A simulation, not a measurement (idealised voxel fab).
Herein follows the process module entitled voxel transistor to metal.
The cross-section shown here is cut; it is 200 nm wide and divided into square cells measuring 5 nm on a side.
Square cells in a grid make up a cross-section in this document, and the grid is given as bands, listed from the top down, each one or more rows of cells. Heads up on the band format: heights come first, top then bottom, in nm. After that it's the materials left to right, each with its width in nm. A single material flagged "everywhere" fills the whole band edge to edge, and "air" means there's empty space there. Height is counted from the level 0, under which the received wafer is composed throughout of one material. The lowest of the bands is not closed at the bottom but continues downward, in the notation "0 and below". The width entry "30..40" should be interpreted row by row: the top row of cells in the band takes the first number, the bottom row takes the second number, and the change between adjacent rows is uniform throughout. "everything unchanged" (step): cross-section cells unchanged, all of them. In "Trapped void list" the enclosed voids are listed, meaning empty spaces of 8 cells or larger without any opening to the top. The form is width x height at distance, distance from the left edge, units nm. Past the settings on a step's line: simulator remark, on that step. overlay nm: how far to the right of its planned place the mask lay on this masked step (negative: to the left). Each of the pairs that make up the rest of this document says: here is the cross-section before one process step, here is the cross-section after it, drawn only down to the lowest band that changed, and here, under the pair, is the step lying between them with its settings. Different pairs may come from different runs of this module on the same starting wafer, so a pair continues from the pair above it only where its entry headed "Before the step" says so.

### Before the step
  45 down to 30  90 of SiCN, then 5 of SiO2, then 10 of SiN, then 5 of SiO2, then 90 of SiCN
  30 down to 0  90 of polySi, then 5 of SiO2, then 10 of SiN, then 5 of SiO2, then 90 of polySi
  0 down to -5  SiO2 everywhere
  -5 down to -25  45 of SiO2, then 110 of Si, then 45 of SiO2
  -25 and below  Si everywhere
  Trapped void list: none

### Sectional Result
  45 down to 40  90 of SiCN, then 5 of air, then 10 of SiN, then 5 of air, then 90 of SiCN
  Whatever lies below 40 is exactly as it was before.
  Trapped void list: none
Which process step falls between the two cross-sections above? DIRECTIONAL_ETCH (etch materials SiO2; depth nm 5)

Before the step: = after-state of the pair above.

### Sectional Result
  50 down to 45  SiO2 everywhere
  45 down to 30  90 of SiCN, then 5 of SiO2, then 10 of SiN, then 5 of SiO2, then 90 of SiCN
  Whatever lies below 30 is exactly as it was before.
  Trapped void list: none
Which process step falls between the two cross-sections above? FILL_DEP (material SiO2; thk nm 5)

Before the step: = after-state of the pair above.

### Sectional Result
  45 down to 30  90 of SiCN, then 5 of SiO2, then 10 of SiN, then 5 of SiO2, then 90 of SiCN
  Whatever lies below 30 is exactly as it was before.
  Trapped void list: none
Which process step falls between the two cross-sections above? CMP (height nm 45)

Before the step: = after-state of the pair above.

### Sectional Result
  60 down to 45  SiO2 everywhere
  Whatever lies below 45 is exactly as it was before.
  Trapped void list: none
Which process step falls between the two cross-sections above? DIRECTIONAL_DEP (material SiO2; thk nm 15)

Before the step: = after-state of the pair above.

### Sectional Result
  75 down to 60  aC everywhere
  Whatever lies below 60 is exactly as it was before.
  Trapped void list: none
Which process step falls between the two cross-sections above? DIRECTIONAL_DEP (material aC; thk nm 15)

Before the step: = after-state of the pair above.

### Sectional Result
  105 down to 75  50 of resist, then 20 of air, then 60 of resist, then 20 of air, then 50 of resist
  Whatever lies below 75 is exactly as it was before.
  Trapped void list: none
Which process step falls between the two cross-sections above? PATTERN (tone open; mask id CONTACT; material resist; width nm 20; pitch nm 80; thk nm 30; overlay nm 0)

Before the step: = after-state of the pair above.

### Sectional Result
  90 down to 75  50 of resist, then 20 of air, then 60 of resist, then 20 of air, then 50 of resist
  75 down to 60  50 of aC, then 20 of air, then 60 of aC, then 20 of air, then 50 of aC
  Whatever lies below 60 is exactly as it was before.
  Trapped void list: none
Which process step falls between the two cross-sections above? DIRECTIONAL_ETCH (etch materials aC; depth nm 15)

Before the step: = after-state of the pair above.

### Sectional Result
  75 down to 60  50 of aC, then 20 of air, then 60 of aC, then 20 of air, then 50 of aC
  Whatever lies below 60 is exactly as it was before.
  Trapped void list: none
Which process step falls between the two cross-sections above? STRIP (etch materials resist)

Before the step: = after-state of the pair above.

### Sectional Result
  75 down to 60  50 of aC, then 20 of air, then 60 of aC, then 20 of air, then 50 of aC
  60 down to 45  50 of SiO2, then 20 of air, then 60 of SiO2, then 20 of air, then 50 of SiO2
  Whatever lies below 45 is exactly as it was before.
  Trapped void list: none
Which process step falls between the two cross-sections above? DIRECTIONAL_ETCH (etch materials SiO2; depth nm 65)

Before the step: = after-state of the pair above.

### Sectional Result
  60 down to 45  50 of SiO2, then 20 of air, then 60 of SiO2, then 20 of air, then 50 of SiO2
  Whatever lies below 45 is exactly as it was before.
  Trapped void list: none
Which process step falls between the two cross-sections above? STRIP (etch materials aC)

Before the step: = after-state of the pair above.

### Sectional Result
  65 down to 60  55 of TiN, then 10 of air, then 70 of TiN, then 10 of air, then 55 of TiN
  60 down to 50  50 of SiO2, then 5 of TiN, then 10 of air, then 5 of TiN, then 60 of SiO2, then 5 of TiN, then 10 of air, then 5 of TiN, then 50 of SiO2
  50 down to 45  50 of SiO2, then 20 of TiN, then 60 of SiO2, then 20 of TiN, then 50 of SiO2
  Whatever lies below 45 is exactly as it was before.
  Trapped void list: none
Which process step falls between the two cross-sections above? CONFORMAL_DEP (material TiN; thk nm 5)

Before the step: = after-state of the pair above.

### Sectional Result
  75 down to 65  W everywhere
  65 down to 60  55 of TiN, then 10 of W, then 70 of TiN, then 10 of W, then 55 of TiN
  60 down to 50  50 of SiO2, then 5 of TiN, then 10 of W, then 5 of TiN, then 60 of SiO2, then 5 of TiN, then 10 of W, then 5 of TiN, then 50 of SiO2
  Whatever lies below 50 is exactly as it was before.
  Trapped void list: none
Which process step falls between the two cross-sections above? FILL_DEP (material W; thk nm 10)

Before the step: = after-state of the pair above.

### Sectional Result
  60 down to 50  50 of SiO2, then 5 of TiN, then 10 of W, then 5 of TiN, then 60 of SiO2, then 5 of TiN, then 10 of W, then 5 of TiN, then 50 of SiO2
  Whatever lies below 50 is exactly as it was before.
  Trapped void list: none
Which process step falls between the two cross-sections above? CMP (height nm 60)

Before the step: = after-state of the pair above.

### Sectional Result
  65 down to 60  TiN everywhere
  Whatever lies below 60 is exactly as it was before.
  Trapped void list: none
Which process step falls between the two cross-sections above? DIRECTIONAL_DEP (material TiN; thk nm 5)

Before the step: = after-state of the pair above.

### Sectional Result
  85 down to 65  Ru everywhere
  Whatever lies below 65 is exactly as it was before.
  Trapped void list: none
Which process step falls between the two cross-sections above? DIRECTIONAL_DEP (material Ru; thk nm 20)

Before the step: = after-state of the pair above.

### Sectional Result
  105 down to 85  50 of air, then 20 of resist, then 60 of air, then 20 of resist, then 50 of air
  Whatever lies below 85 is exactly as it was before.
  Trapped void list: none
Which process step falls between the two cross-sections above? PATTERN (tone cover; mask id METAL_1; material resist; width nm 20; pitch nm 80; thk nm 20; overlay nm 0)

Before the step: = after-state of the pair above.

### Sectional Result
  105 down to 85  50 of air, then 20 of resist, then 60 of air, then 20 of resist, then 50 of air
  85 down to 65  50 of air, then 20 of Ru, then 60 of air, then 20 of Ru, then 50 of air
  Whatever lies below 65 is exactly as it was before.
  Trapped void list: none
Which process step falls between the two cross-sections above? DIRECTIONAL_ETCH (etch materials Ru; depth nm 20)

Before the step: = after-state of the pair above.

### Sectional Result
  105 down to 85  50 of air, then 20 of resist, then 60 of air, then 20 of resist, then 50 of air
  85 down to 65  50 of air, then 20 of Ru, then 60 of air, then 20 of Ru, then 50 of air
  65 down to 60  50 of air, then 20 of TiN, then 60 of air, then 20 of TiN, then 50 of air
  Whatever lies below 60 is exactly as it was before.
  Trapped void list: none
Which process step falls between the two cross-sections above? DIRECTIONAL_ETCH (etch materials TiN; depth nm 5)

Before the step: = after-state of the pair above.

### Sectional Result
  85 down to 65  50 of air, then 20 of Ru, then 60 of air, then 20 of Ru, then 50 of air
  Whatever lies below 65 is exactly as it was before.
  Trapped void list: none
Which process step falls between the two cross-sections above? STRIP (etch materials resist)

Before the step: = after-state of the pair above.

### Sectional Result
  95 down to 85  lowk everywhere
  85 down to 65  50 of lowk, then 20 of Ru, then 60 of lowk, then 20 of Ru, then 50 of lowk
  65 down to 60  50 of lowk, then 20 of TiN, then 60 of lowk, then 20 of TiN, then 50 of lowk
  Whatever lies below 60 is exactly as it was before.
  Trapped void list: none
Which process step falls between the two cross-sections above? FILL_DEP (material lowk; thk nm 10)

Before the step: = after-state of the pair above.

### Sectional Result
  85 down to 65  50 of lowk, then 20 of Ru, then 60 of lowk, then 20 of Ru, then 50 of lowk
  Whatever lies below 65 is exactly as it was before.
  Trapped void list: none
Which process step falls between the two cross-sections above? CMP (height nm 85)

Before the step: = after-state of the pair above.

### Sectional Result
  90 down to 85  SiCN everywhere
  Whatever lies below 85 is exactly as it was before.
  Trapped void list: none
Which process step falls between the two cross-sections above? CONFORMAL_DEP (material SiCN; thk nm 5)
